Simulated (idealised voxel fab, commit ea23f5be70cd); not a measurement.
This is a process module. Its name is voxel gate over fins.
Pictured: cross-section cut, 280 nm wide, on a grid of 5 nm square cells.
Cross-section layout: square cells on a grid; listed as bands, top to bottom; a band spans one or more cell rows.
Band entry format. Leading values: height of top, height of bottom, nm. Remainder: materials in left-to-right order, each with its width in nm. Special words: "edge to edge" on a single material, which then fills the band edge to edge; "air", empty space.
Zero point of the height axis is 0; under it, received wafer = one material. Lowest band: continues down indefinitely, "from 0 down".
The two numbers in a width such as "30 to 40" mark its ends across the band: the first belongs to the top row of cells, the second to the bottom row, and from each row to the next the width moves by the same amount.
No cell of the cross-section changed in a step that is given as "nothing different".
Reported under the label "Closed cavity list" are the empty spaces having no open way to the top and comprising 8 cells or more; the notation for each is width x height at distance, in which the distance is measured from the left edge and all three values are in nm.
Where a step's line continues beyond its settings, the continuation is a remark by the simulator itself on that step.
"overlay nm" on a masked step: distance the mask lay right of its planned place, negative for left.
# Listed below are the process steps as planned
| 1 | RECEIVE,material Si |
| 2 | CONFORMAL_DEP,material SiN,thk nm 10 |
| 3 | PATTERN,tone cover,mask id FINS,material resist,width nm 15,pitch nm 40,thk nm 20,overlay nm -15 |
| 4 | DIRECTIONAL_ETCH,etch materials SiN,depth nm 10 |
| 5 | DIRECTIONAL_ETCH,etch materials Si,depth nm 40 |
| 6 | STRIP,etch materials resist |
| 7 | FILL_DEP,material SiO2,thk nm 15 |
| 8 | CMP,height nm 10 |
| 9 | SELECTIVE_ETCH,etch materials SiO2,depth nm 20 |
| 10 | STRIP,etch materials SiN |
| 11 | CONFORMAL_DEP,material HfO2,thk nm 5 |
| 12 | CONFORMAL_DEP,material TiN,thk nm 5 |
| 13 | FILL_DEP,material W,thk nm 10 |
| 14 | CMP,height nm 15 |
| 15 | CONFORMAL_DEP,material SiCN,thk nm 10 |
Wafers differ in overlay nm at step 3; plan lists the first wafer's value; identical starting state.
# Cross-section, first of several wafers, as delivered after step 1
	from 0 down: Si edge to edge
	Closed cavity list: none
# Tabulated below, wafer by wafer, are the end-of-module results: for each material, the number of cells gained (+) or lost (-) relative to the as-received state, followed by the closed voids
overlay nm -15 | +64 HfO2 | -400 Si | +112 SiCN | +300 SiO2 | +64 TiN | +140 W | Closed cavity list: none
overlay nm -10 | +64 HfO2 | -400 Si | +112 SiCN | +300 SiO2 | +64 TiN | +140 W | Closed cavity list: none
overlay nm -5 | +64 HfO2 | -400 Si | +112 SiCN | +300 SiO2 | +64 TiN | +140 W | Closed cavity list: none
overlay nm 0 | +64 HfO2 | -400 Si | +112 SiCN | +300 SiO2 | +64 TiN | +140 W | Closed cavity list: none
overlay nm 5 | +64 HfO2 | -400 Si | +112 SiCN | +300 SiO2 | +64 TiN | +140 W | Closed cavity list: none
overlay nm 10 | +64 HfO2 | -400 Si | +112 SiCN | +300 SiO2 | +64 TiN | +140 W | Closed cavity list: none
overlay nm 15 | +64 HfO2 | -400 Si | +112 SiCN | +300 SiO2 | +64 TiN | +140 W | Closed cavity list: none
